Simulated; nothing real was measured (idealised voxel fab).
voxel transistor to metal: a process module
Section cut is 260 nm wide and gridded with 5 nm square cells.
A cross-section is written here as square cells arranged in a grid, and it is given in bands from the top down, each band taking up one or more rows of cells.
Band: top height; bottom height; in nm. Then, left to right: material with width in nm, for each material. "everywhere": a single material spanning edge to edge. "air": empty space.
The level at which height equals 0 is the one under which the wafer, as it arrives, is entirely one material. No lower edge exists for the bottom band, which continues downward and is notated as in "0..down".
Read "30->40" as a graded width: first number on top, second number at the bottom, same change between each pair of neighbouring rows.
Reading "stayed the same" for a step: not a cell of the cross-section changed in it.
The label "Closed void list" introduces a list of the empty spaces, 8 cells or larger, that have no open way up to the top; each entry in it reads width x height at distance, where the distance is taken from the left edge and all three are stated in nm.
Anything after a step's settings on that line? It's the simulator's own note about the step.
Each step line may optionally specify "overlay nm", which for a step with a mask gives the rightward distance between the mask's planned place and where it lay, a negative value indicating the leftward direction.

### Intended process steps
1) RECEIVE, material Si
2) OXIDIZE, depth nm 5
3) CONFORMAL_DEP, material SiN, thk nm 15
4) DIRECTIONAL_DEP, material aC, thk nm 10
5) PATTERN, tone cover, mask id ACTIVE, material resist, width nm 100, pitch nm 125, thk nm 30, overlay nm 0
6) DIRECTIONAL_ETCH, etch materials aC, depth nm 10
7) STRIP, etch materials resist
8) DIRECTIONAL_ETCH, etch materials SiN, depth nm 15
9) DIRECTIONAL_ETCH, etch materials SiO2, depth nm 5
10) DIRECTIONAL_ETCH, etch materials Si, depth nm 25
11) STRIP, etch materials aC
12) OXIDIZE, depth nm 5
13) FILL_DEP, material SiO2, thk nm 5
14) CMP, height nm 15
15) SELECTIVE_ETCH, etch materials SiO2, depth nm 10
16) STRIP, etch materials SiN
17) SELECTIVE_ETCH, etch materials SiO2, depth nm 5
18) OXIDIZE, depth nm 5
19) DIRECTIONAL_DEP, material polySi, thk nm 20
20) DIRECTIONAL_DEP, material SiCN, thk nm 10
21) DIRECTIONAL_DEP, material aC, thk nm 15
22) PATTERN, tone cover, mask id GATE, material resist, width nm 20, pitch nm 125, thk nm 30, overlay nm 0
23) DIRECTIONAL_ETCH, etch materials aC, depth nm 15
24) STRIP, etch materials resist
25) DIRECTIONAL_ETCH, etch materials SiCN, depth nm 20
26) DIRECTIONAL_ETCH, etch materials polySi, depth nm 30
27) STRIP, etch materials aC
28) CONFORMAL_DEP, material SiO2, thk nm 5
29) DIRECTIONAL_ETCH, etch materials SiO2, depth nm 5
30) CONFORMAL_DEP, material SiN, thk nm 5
31) DIRECTIONAL_ETCH, etch materials SiN, depth nm 5
32) DIRECTIONAL_ETCH, etch materials SiO2, depth nm 5
33) DIRECTIONAL_ETCH, etch materials Si, depth nm 15
34) EPI, material nSi, thk nm 20
35) FILL_DEP, material SiO2, thk nm 10
36) CMP, height nm 25
37) DIRECTIONAL_DEP, material SiO2, thk nm 10
38) DIRECTIONAL_DEP, material aC, thk nm 10
39) PATTERN, tone open, mask id CONTACT, material resist, width nm 20, thk nm 30, overlay nm 0
40) DIRECTIONAL_ETCH, etch materials aC, depth nm 10
41) STRIP, etch materials resist
42) DIRECTIONAL_ETCH, etch materials SiO2, depth nm 40
43) STRIP, etch materials aC
44) CONFORMAL_DEP, material TiN, thk nm 5
45) FILL_DEP, material W, thk nm 5
46) CMP, height nm 35
47) DIRECTIONAL_DEP, material TiN, thk nm 5
48) DIRECTIONAL_DEP, material W, thk nm 25
49) MASKED_ETCH, tone cover, mask id METAL_1, width nm 20, etch materials W, depth nm 25, overlay nm 0
50) MASKED_ETCH, tone cover, mask id METAL_1, width nm 20, etch materials TiN, depth nm 5, overlay nm 0
51) FILL_DEP, material SiO2, thk nm 10
52) CMP, height nm 65
53) CONFORMAL_DEP, material SiCN, thk nm 5

### As received (post step 1): cross-section
0..down | Si everywhere
Closed void list: none

### Wafer cross-section at module end: first of two, run to plan
70..65 | SiCN everywhere
65..40 | SiO2 (20)  W (20)  SiO2 (50)  W (20)  SiO2 (35)  W (20)  SiO2 (50)  W (20)  SiO2 (25)
40..35 | SiO2 (20)  TiN (20)  SiO2 (50)  TiN (20)  SiO2 (35)  TiN (20)  SiO2 (50)  TiN (20)  SiO2 (25)
35..25 | SiO2 (20)  TiN (5)  W (10)  TiN (5)  SiO2 (50)  TiN (5)  W (10)  TiN (5)  SiO2 (35)  TiN (5)  W (10)  TiN (5)  SiO2 (50)  TiN (5)  W (10)  TiN (5)  SiO2 (25)
25..15 | SiO2 (20)  TiN (5)  W (10)  TiN (5)  SiO2 (5)  SiN (5)  SiO2 (5)  SiCN (20)  SiO2 (5)  SiN (5)  SiO2 (5)  TiN (5)  W (10)  TiN (5)  SiO2 (35)  TiN (5)  W (10)  TiN (5)  SiO2 (5)  SiN (5)  SiO2 (5)  SiCN (20)  SiO2 (5)  SiN (5)  SiO2 (5)  TiN (5)  W (10)  TiN (5)  SiO2 (25)
15..10 | SiO2 (20)  TiN (20)  SiO2 (5)  SiN (5)  SiO2 (5)  polySi (20)  SiO2 (5)  SiN (5)  SiO2 (5)  TiN (20)  SiO2 (35)  TiN (20)  SiO2 (5)  SiN (5)  SiO2 (5)  polySi (20)  SiO2 (5)  SiN (5)  SiO2 (5)  TiN (20)  SiO2 (25)
10..0 | SiO2 (20)  TiN (5)  nSi (20)  SiN (5)  SiO2 (5)  polySi (20)  SiO2 (5)  SiN (5)  nSi (20)  TiN (5)  SiO2 (35)  TiN (5)  nSi (20)  SiN (5)  SiO2 (5)  polySi (20)  SiO2 (5)  SiN (5)  nSi (20)  TiN (5)  SiO2 (25)
0..-5 | SiO2 (15)  SiN (5)  TiN (5)  nSi (20)  SiN (5)  SiO2 (5)  polySi (20)  SiO2 (5)  SiN (5)  nSi (20)  TiN (5)  SiN (5)  SiO2 (25)  SiN (5)  TiN (5)  nSi (20)  SiN (5)  SiO2 (5)  polySi (20)  SiO2 (5)  SiN (5)  nSi (20)  TiN (5)  SiN (5)  SiO2 (20)
-5..-10 | SiO2 (20)  nSi (25)  SiO2 (40)  nSi (25)  SiO2 (35)  nSi (25)  SiO2 (40)  nSi (25)  SiO2 (25)
-10..-25 | SiO2 (20)  nSi (25)  Si (40)  nSi (25)  SiO2 (35)  nSi (25)  Si (40)  nSi (25)  SiO2 (25)
-25..-35 | SiO2 (20)  Si (90)  SiO2 (35)  Si (90)  SiO2 (25)
-35..down | Si everywhere
Closed void list: none

### Module end: cross-section of wafer two of two. Same start and process plan as the first wafer. One mistake during execution
70..65 | SiCN everywhere
65..40 | SiO2 (20)  W (20)  SiO2 (50)  W (20)  SiO2 (35)  W (20)  SiO2 (50)  W (20)  SiO2 (25)
40..35 | SiO2 (20)  TiN (30)  SiO2 (40)  TiN (30)  SiO2 (25)  TiN (30)  SiO2 (40)  TiN (30)  SiO2 (15)
35..25 | SiO2 (20)  TiN (5)  W (10)  TiN (5)  SiO2 (50)  TiN (5)  W (10)  TiN (5)  SiO2 (35)  TiN (5)  W (10)  TiN (5)  SiO2 (50)  TiN (5)  W (10)  TiN (5)  SiO2 (25)
25..15 | SiO2 (20)  TiN (5)  W (10)  TiN (5)  SiO2 (5)  SiN (5)  SiO2 (5)  SiCN (20)  SiO2 (5)  SiN (5)  SiO2 (5)  TiN (5)  W (10)  TiN (5)  SiO2 (35)  TiN (5)  W (10)  TiN (5)  SiO2 (5)  SiN (5)  SiO2 (5)  SiCN (20)  SiO2 (5)  SiN (5)  SiO2 (5)  TiN (5)  W (10)  TiN (5)  SiO2 (25)
15..10 | SiO2 (20)  TiN (20)  SiO2 (5)  SiN (5)  SiO2 (5)  polySi (20)  SiO2 (5)  SiN (5)  SiO2 (5)  TiN (20)  SiO2 (35)  TiN (20)  SiO2 (5)  SiN (5)  SiO2 (5)  polySi (20)  SiO2 (5)  SiN (5)  SiO2 (5)  TiN (20)  SiO2 (25)
10..0 | SiO2 (20)  TiN (5)  nSi (20)  SiN (5)  SiO2 (5)  polySi (20)  SiO2 (5)  SiN (5)  nSi (20)  TiN (5)  SiO2 (35)  TiN (5)  nSi (20)  SiN (5)  SiO2 (5)  polySi (20)  SiO2 (5)  SiN (5)  nSi (20)  TiN (5)  SiO2 (25)
0..-5 | SiO2 (15)  SiN (5)  TiN (5)  nSi (20)  SiN (5)  SiO2 (5)  polySi (20)  SiO2 (5)  SiN (5)  nSi (20)  TiN (5)  SiN (5)  SiO2 (25)  SiN (5)  TiN (5)  nSi (20)  SiN (5)  SiO2 (5)  polySi (20)  SiO2 (5)  SiN (5)  nSi (20)  TiN (5)  SiN (5)  SiO2 (20)
-5..-10 | SiO2 (20)  nSi (25)  SiO2 (40)  nSi (25)  SiO2 (35)  nSi (25)  SiO2 (40)  nSi (25)  SiO2 (25)
-10..-25 | SiO2 (20)  nSi (25)  Si (40)  nSi (25)  SiO2 (35)  nSi (25)  Si (40)  nSi (25)  SiO2 (25)
-25..-35 | SiO2 (20)  Si (90)  SiO2 (35)  Si (90)  SiO2 (25)
-35..down | Si everywhere
Closed void list: none
It is concluded that the wafer was processed incorrectly with respect to the plan, in that rather than as planned, step 50 actually ran as MASKED_ETCH, tone cover, mask id METAL_1, width nm 20, etch materials TiN, depth nm 5, overlay nm 10
Looking at both finished wafers in cells, the second ends up ahead of or behind the first on some materials: SiO2: 8 fewer | TiN: 8 more
